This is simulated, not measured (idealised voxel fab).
The process module that follows is named voxel fin reveal.
cross-section cut | 200 nm wide | cells 5 nm
A cross-section is a grid of square cells, given in bands from the top down. A band is one or more rows of cells.
The entry gives the band's vertical extent as a top height and a bottom height in nm, then its horizontal make-up as materials from left to right, each with a width in nm. "air" stands for empty space; a single material marked "full width" fills the band edge to edge.
A quick word on heights: they are counted from 0, and under that level the wafer as it came to us is one material throughout. The lowest band is different from the rest in having no bottom; it simply continues downward, written as in "0 nm and below".
A two-number width, for instance "30->40", indicates that the width is equal to the first number in the top row of the band and to the second number in the bottom row, and that it changes by a constant amount per row of cells.
Key: "stayed the same" - step with no changed cell in the cross-section.
So "closed voids" is basically the list of trapped voids: any empty space of 8 cells or more that can't reach the top through an opening. They're written width x height at distance, the distance being from the left edge, and it's all nm.
It should be noted that, on the line of a given step, the content following the step's settings is a remark produced by the simulator itself with respect to that step.
Steps that use a mask can have "overlay nm" on their line. It says how far the mask sat to the right of where it was meant to be. Negative means to the left.
Intended process steps
1. RECEIVE (material Si)
2. CONFORMAL_DEP (material SiN; thk nm 5)
3. DIRECTIONAL_DEP (material aC; thk nm 15)
4. PATTERN (tone cover; mask id FINS; material resist; width nm 15; pitch nm 35; thk nm 35; overlay nm 0)
5. DIRECTIONAL_ETCH (etch materials aC; depth nm 15)
6. STRIP (etch materials resist)
7. DIRECTIONAL_ETCH (etch materials SiN; depth nm 5)
8. DIRECTIONAL_ETCH (etch materials Si; depth nm 35)
9. STRIP (etch materials aC)
10. OXIDIZE (depth nm 5)
11. FILL_DEP (material SiO2; thk nm 15)
12. CMP (height nm 5)
13. SELECTIVE_ETCH (etch materials SiO2; depth nm 20)
14. STRIP (etch materials SiN)
15. CONFORMAL_DEP (material SiO2; thk nm 5)
Run as planned: first of two wafers
Wafer cross-section on receipt, i.e. after step 1
- 0 nm and below = Si full width
- closed voids: none
Cross-section of the wafer subsequent to step 2
- 5 nm to 0 nm = SiN full width
- Rest of section, below 0: as before.
Cross-section of the wafer subsequent to step 3
- 20 nm to 5 nm = aC full width
- Rest of section, below 5: as before.
Cross-section of the wafer subsequent to step 4
- 55 nm to 20 nm = 75 nm air; 15 nm resist; 20 nm air; 15 nm resist; 75 nm air
- Rest of section, below 20: as before.
Cross-section of the wafer subsequent to step 5
- 40 nm to 20 nm = 75 nm air; 15 nm resist; 20 nm air; 15 nm resist; 75 nm air
- 20 nm to 5 nm = 75 nm air; 15 nm aC; 20 nm air; 15 nm aC; 75 nm air
- Rest of section, below 5: as before.
Cross-section of the wafer subsequent to step 6
- 20 nm to 5 nm = 75 nm air; 15 nm aC; 20 nm air; 15 nm aC; 75 nm air
- Rest of section, below 5: as before.
Cross-section of the wafer subsequent to step 7
- 20 nm to 5 nm = 75 nm air; 15 nm aC; 20 nm air; 15 nm aC; 75 nm air
- 5 nm to 0 nm = 75 nm air; 15 nm SiN; 20 nm air; 15 nm SiN; 75 nm air
- Rest of section, below 0: as before.
Cross-section of the wafer subsequent to step 8
- 20 nm to 5 nm = 75 nm air; 15 nm aC; 20 nm air; 15 nm aC; 75 nm air
- 5 nm to 0 nm = 75 nm air; 15 nm SiN; 20 nm air; 15 nm SiN; 75 nm air
- 0 nm to -35 nm = 75 nm air; 15 nm Si; 20 nm air; 15 nm Si; 75 nm air
- Rest of section, below -35: as before.
Cross-section of the wafer subsequent to step 9
- 5 nm to 0 nm = 75 nm air; 15 nm SiN; 20 nm air; 15 nm SiN; 75 nm air
- Rest of section, below 0: as before.
Cross-section of the wafer subsequent to step 10
- 5 nm to 0 nm = 75 nm air; 15 nm SiN; 20 nm air; 15 nm SiN; 75 nm air
- 0 nm to -35 nm = 75 nm air; 5 nm SiO2; 5 nm Si; 5 nm SiO2; 20 nm air; 5 nm SiO2; 5 nm Si; 5 nm SiO2; 75 nm air
- -35 nm to -40 nm = 80 nm SiO2; 5 nm Si; 30 nm SiO2; 5 nm Si; 80 nm SiO2
- Rest of section, below -40: as before.
Cross-section of the wafer subsequent to step 11
- 20 nm to 5 nm = SiO2 full width
- 5 nm to 0 nm = 75 nm SiO2; 15 nm SiN; 20 nm SiO2; 15 nm SiN; 75 nm SiO2
- 0 nm to -40 nm = 80 nm SiO2; 5 nm Si; 30 nm SiO2; 5 nm Si; 80 nm SiO2
- Rest of section, below -40: as before.
Cross-section of the wafer subsequent to step 12
- 5 nm to 0 nm = 75 nm SiO2; 15 nm SiN; 20 nm SiO2; 15 nm SiN; 75 nm SiO2
- Rest of section, below 0: as before.
Cross-section of the wafer subsequent to step 13
- 5 nm to 0 nm = 75 nm air; 15 nm SiN; 20 nm air; 15 nm SiN; 75 nm air
- 0 nm to -15 nm = 80 nm air; 5 nm Si; 30 nm air; 5 nm Si; 80 nm air
- Rest of section, below -15: as before.
Cross-section of the wafer subsequent to step 14
- 0 nm to -15 nm = 80 nm air; 5 nm Si; 30 nm air; 5 nm Si; 80 nm air
- Rest of section, below -15: as before.
Cross-section of the wafer subsequent to step 15
- 5 nm to 0 nm = 75 nm air; 15 nm SiO2; 20 nm air; 15 nm SiO2; 75 nm air
- 0 nm to -10 nm = 75 nm air; 5 nm SiO2; 5 nm Si; 5 nm SiO2; 20 nm air; 5 nm SiO2; 5 nm Si; 5 nm SiO2; 75 nm air
- -10 nm to -40 nm = 80 nm SiO2; 5 nm Si; 30 nm SiO2; 5 nm Si; 80 nm SiO2
- Rest of section, below -40: as before.
Wafer two of the pair: same origin, same plan, one error during the run; identical to wafer one up to and including step 11
Second wafer cross-section, taken as of the time the plan sets for step 12 to be done: stayed the same
Second wafer cross-section, taken as of the time the plan sets for step 13 to be done
- 5 nm to 0 nm = 75 nm air; 15 nm SiN; 20 nm air; 15 nm SiN; 75 nm air
- Rest of section, below 0: as before.
Second wafer cross-section, taken as of the time the plan sets for step 14 to be done
- 0 nm to -40 nm = 80 nm SiO2; 5 nm Si; 30 nm SiO2; 5 nm Si; 80 nm SiO2
- Rest of section, below -40: as before.
Second wafer cross-section, taken as of the time the plan sets for step 15 to be done
- 5 nm to 0 nm = SiO2 full width
- Rest of section, below 0: as before.
What was the processing mistake? heads up, step 12 of the plan was skipped and never actually ran
Bottom line after processing is that, in cells, the second wafer is up or down on some materials versus the first: SiO2 +102
